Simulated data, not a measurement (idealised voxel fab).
Proc. module: voxel released beams
Cross-sectional view cut (width: 295 nm; square cell size: 5 nm).
How to read a cross-section here: the picture is a grid of square cells, written as bands going from the top down, and any band can span one or more rows of cells.
Top height, bottom height, nm. Materials left to right, width each, nm. Single material + "full width" = fills band edge to edge. "blank" = empty.
Height is counted from the level 0, under which the received wafer is composed throughout of one material. The lowest of the bands is not closed at the bottom but continues downward, in the notation "0 nm and below".
When a width is written as two numbers, as in "30..40", the first number is the width in the top row of cells of the band and the second is the width in its bottom row, and the width changes by the same amount from each row to the next.
You'll sometimes find "no alteration" written for a step, and that's the way of saying that nowhere in the cross-section did a cell change during that step.
Voids, enclosed: empty space of 8 cells or more with no open way to the top, each as width x height at its distance from the left edge, in nm
Step line, after settings: the simulator's comment on this step.
overlay nm: mask offset rightward from planned place, masked step; negative means leftward offset.

These are the steps we planned for the process
- 1: RECEIVE [material Si]
- 2: CONFORMAL_DEP [material Al2O3] [thk nm 10]
- 3: DIRECTIONAL_DEP [material SiO2] [thk nm 20]
- 4: MASKED_ETCH [tone open] [mask id ANCHOR] [width nm 35] [etch materials SiO2] [depth nm 20] [overlay nm 0]
- 5: CONFORMAL_DEP [material W] [thk nm 10]
- 6: DIRECTIONAL_DEP [material aC] [thk nm 15]
- 7: PATTERN [tone cover] [mask id BEAM] [material resist] [width nm 105] [thk nm 35] [overlay nm 0]
- 8: DIRECTIONAL_ETCH [etch materials aC] [depth nm 15]
- 9: STRIP [etch materials resist]
- 10: DIRECTIONAL_ETCH [etch materials W] [depth nm 10]
- 11: STRIP [etch materials aC]
- 12: STRIP [etch materials SiO2]
The plan shows the width nm of step 7 as the first wafer had it; this setting differs between the wafers, which start out alike.

As-received state after step 1, first of several wafers, cross-section
- 0 nm and below = Si full width
- Voids, enclosed: none

Wafer cross-section (first of several) - module end, post step 12 (last step)
- 40 nm to 30 nm = blank 90 / W 10 / blank 15 / W 80 / blank 100
- 30 nm to 20 nm = blank 90 / W 10 / blank 15 / W 10 / blank 170
- 20 nm to 10 nm = blank 90 / W 35 / blank 170
- 10 nm to 0 nm = Al2O3 full width
- 0 nm and below = Si full width
- Voids, enclosed: none

Final wafer of several, shown in cross-section at the end of the module
- 40 nm to 30 nm = blank 80 / W 20 / blank 15 / W 95 / blank 85
- 30 nm to 20 nm = blank 90 / W 10 / blank 15 / W 10 / blank 170
- 20 nm to 10 nm = blank 90 / W 35 / blank 170
- 10 nm to 0 nm = Al2O3 full width
- 0 nm and below = Si full width
- Voids, enclosed: none

Each row below is a wafer at the end of the module, listing for every material the number of cells it has gained (+) or lost (-) since it was received, followed by its closed voids
width nm 105, +118 Al2O3, +58 W, Voids, enclosed: none
width nm 110, +118 Al2O3, +60 W, Voids, enclosed: none
width nm 115, +118 Al2O3, +62 W, Voids, enclosed: none
width nm 120, +118 Al2O3, +64 W, Voids, enclosed: none
width nm 125, +118 Al2O3, +66 W, Voids, enclosed: none
width nm 130, +118 Al2O3, +68 W, Voids, enclosed: none
